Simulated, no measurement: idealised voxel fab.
Name of the process module below: voxel spacer lines
The width of the displayed cross-section, cut, is 295 nm; its cells are square, with a size of 5 nm.
Just so we're on the same page, the cross-sections are grids of square cells, and they're listed out in bands top to bottom, each band one or more rows deep.
Per band: top height and bottom height in nm, followed by the left-to-right materials and their widths in nm; "edge to edge" marks a single material spanning edge to edge, "blank" marks empty space.
We count height from 0. Below that, the starting wafer is all one material. The lowest band never ends at the bottom but goes on down; see "0 and below" for how that is written.
The width entry "30->40" should be interpreted row by row: the top row of cells in the band takes the first number, the bottom row takes the second number, and the change between adjacent rows is uniform throughout.
For the purposes of this document, the phrase "no change occurred" attached to a step denotes that no cell within the cross-section was modified by that step.
In "Closed empty spaces" the enclosed voids are listed, meaning empty spaces of 8 cells or larger without any opening to the top. The form is width x height at distance, distance from the left edge, units nm.
Note: text after step settings on the step line = simulator remark on that step.
overlay nm: how far to the right of its planned place the mask lay on this masked step (negative: to the left).

-- Listed below are the process steps as planned
step 1: RECEIVE (material Si)
step 2: CONFORMAL_DEP (material Al2O3; thk nm 10)
step 3: DIRECTIONAL_DEP (material SiN; thk nm 20)
step 4: DIRECTIONAL_DEP (material aC; thk nm 30)
step 5: PATTERN (tone cover; mask id MANDREL; material resist; width nm 15; pitch nm 60; thk nm 40; overlay nm 0)
step 6: DIRECTIONAL_ETCH (etch materials aC; depth nm 30)
step 7: STRIP (etch materials resist)
step 8: CONFORMAL_DEP (material SiO2; thk nm 15)
step 9: DIRECTIONAL_ETCH (etch materials SiO2; depth nm 15)
step 10: STRIP (etch materials aC)
step 11: DIRECTIONAL_ETCH (etch materials SiN; depth nm 20)
step 12: STRIP (etch materials SiO2)
step 13: FILL_DEP (material SiO2; thk nm 10)
step 14: CMP (height nm 30)

-- Received-state cross-section, reflecting completion of step 1
	0 and below = Si edge to edge
	Closed empty spaces: none

-- The first of the two wafers as seen in cross-section once the module was finished; processing followed the plan
	30 down to 10 = SiO2: 65  SiN: 15  SiO2: 15  SiN: 15  SiO2: 15  SiN: 15  SiO2: 15  SiN: 15  SiO2: 15  SiN: 15  SiO2: 15  SiN: 15  SiO2: 65
	10 down to 0 = Al2O3 edge to edge
	0 and below = Si edge to edge
	Closed empty spaces: none

-- Cross-sectional image of the second wafer of the two following completion of the module. Starting state and process plan were the same as for the first wafer; one execution error occurred
	30 down to 10 = SiO2: 70  SiN: 15  SiO2: 15  SiN: 15  SiO2: 15  SiN: 15  SiO2: 15  SiN: 15  SiO2: 15  SiN: 15  SiO2: 15  SiN: 15  SiO2: 60
	10 down to 0 = Al2O3 edge to edge
	0 and below = Si edge to edge
	Closed empty spaces: none
The plan and the run diverged here: step 5 changed vs plan, executed as PATTERN (tone cover; mask id MANDREL; material resist; width nm 15; pitch nm 60; thk nm 40; overlay nm 5)
Tallied in cells, the final second wafer holds each material in the same quantity as the first, although not at the same places.
